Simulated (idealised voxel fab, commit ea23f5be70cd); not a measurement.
process module | voxel quadruple lines
cross-section cut | 140 nm wide | cells 5 nm
A cross-section is a grid of square cells, given in bands from the top down. A band is one or more rows of cells.
Each band's line starts with the height of the band's top and of its bottom, in nm. Then come its materials from left to right, each with its width in nm. One material with "throughout" fills the band from edge to edge. "air" is empty space.
Height 0 is the level under which the wafer as received is all one material. The lowest band goes on downwards, as in "0 down".
A width such as "30 to 40" changes by the same amount from each row of cells to the next, from the band's top row to its bottom row.
"no change" after a step means that no cell of the cross-section changed.
closed voids: empty space of 8 cells or more with no open way to the top, each as width x height at its distance from the left edge, in nm
after a step's settings: what the simulator itself notes on the step
overlay nm, on a step with a mask: how far to the right of its planned place the mask lay; to the left if negative
plan
1 op RECEIVE | material Si
2 op CONFORMAL_DEP | material SiO2 | thk nm 10
3 op DIRECTIONAL_DEP | material Ru | thk nm 10
4 op DIRECTIONAL_DEP | material polySi | thk nm 20
5 op DIRECTIONAL_DEP | material aC | thk nm 20
6 op PATTERN | tone cover | mask id MANDREL | material resist | width nm 35 | thk nm 25 | overlay nm 0
7 op DIRECTIONAL_ETCH | etch materials aC | depth nm 20
8 op STRIP | etch materials resist
9 op CONFORMAL_DEP | material SiO2 | thk nm 15
10 op DIRECTIONAL_ETCH | etch materials SiO2 | depth nm 15
11 op STRIP | etch materials aC
12 op DIRECTIONAL_ETCH | etch materials polySi | depth nm 20
13 op STRIP | etch materials SiO2
14 op CONFORMAL_DEP | material SiN | thk nm 10
15 op DIRECTIONAL_ETCH | etch materials SiN | depth nm 10
16 op STRIP | etch materials polySi
17 op DIRECTIONAL_ETCH | etch materials Ru | depth nm 10
18 op STRIP | etch materials SiN
as received, after step 1
  0 down: Si throughout
  closed voids: none
a wafer at the end: this start, this plan, one mistake
  20 to 10: air 25 | Ru 10 | air 15 | Ru 10 | air 20 | Ru 10 | air 15 | Ru 10 | air 25
  10 to 0: SiO2 throughout
  0 down: Si throughout
  closed voids: none
what went wrong: step 6 ran as: op PATTERN | tone cover | mask id MANDREL | material resist | width nm 40 | thk nm 25 | overlay nm 0
